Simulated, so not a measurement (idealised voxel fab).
The following is a process module called voxel released beams.
Xsec cut, 290 nm wide, square cell size 5 nm.
Think of the cross-section as a grid of square cells. We describe it in bands, top to bottom, and each band covers one or more rows of those cells. Quick guide to a band line: top height, bottom height (nm) up front; then every material left to right with its width in nm. Only one material and it's marked "everywhere"? Then it fills the band edge to edge. And "air" just means empty space. Height reference: 0 = level under which incoming wafer is all one material. Lowest band: no bottom, runs on downward, e.g. "from 0 down". The expression "30..40" gives the width at the extremes of the band, the first number at its top row of cells and the second at its bottom row, with the width changing by equal amounts from each row to the next in between. Any step labelled "no modification" changed none of the cells in the cross-section. Closed internal cavities: empty space of 8 cells or more with no open way to the top, each as width x height at its distance from the left edge, in nm. What comes after the settings on a step's line is commentary from the simulator itself on that step. A step's line can hold "overlay nm"; with a mask on that step, the setting says how far right of the planned place the mask lay, while a negative setting says it lay to the left.
### Intended process steps
- 1: RECEIVE: material Si
- 2: CONFORMAL_DEP: material SiN, thk nm 5
- 3: DIRECTIONAL_DEP: material SiO2, thk nm 10
- 4: DIRECTIONAL_DEP: material aC, thk nm 10
- 5: PATTERN: tone open, mask id ANCHOR, material resist, width nm 40, thk nm 25, overlay nm 0
- 6: DIRECTIONAL_ETCH: etch materials aC, depth nm 10
- 7: STRIP: etch materials resist
- 8: DIRECTIONAL_ETCH: etch materials SiO2, depth nm 10
- 9: STRIP: etch materials aC
- 10: CONFORMAL_DEP: material W, thk nm 15
- 11: MASKED_ETCH: tone cover, mask id BEAM, width nm 120, etch materials W, depth nm 15, overlay nm 0
- 12: STRIP: etch materials SiO2
### Shown in cross-section is the wafer as received, that is, as it stands after step 1
> from 0 down = Si everywhere
> Closed internal cavities: none
### As-planned run: cross-section of the first of two wafers at end of module
> from 30 to 20 = air 80; W 20; air 10; W 90; air 90
> from 20 to 15 = air 80; W 120; air 90
> from 15 to 5 = air 85; W 40; air 165
> from 5 to 0 = SiN everywhere
> from 0 down = Si everywhere
> Closed internal cavities: none
### What the second wafer looks like in cross-section once the module is done. Its start and its plan matched the first wafer's exactly; what differed was one mistake in how it was run
> from 45 to 30 = air 80; W 120; air 90
> from 30 to 15 = W everywhere
> from 15 to 5 = SiO2 85; W 40; SiO2 165
> from 5 to 0 = SiN everywhere
> from 0 down = Si everywhere
> Closed internal cavities: none
Processing error: yeah, plan step 10 got run twice
Final cells, second wafer relative to first, materials higher or lower: SiO2 +100 | W +178
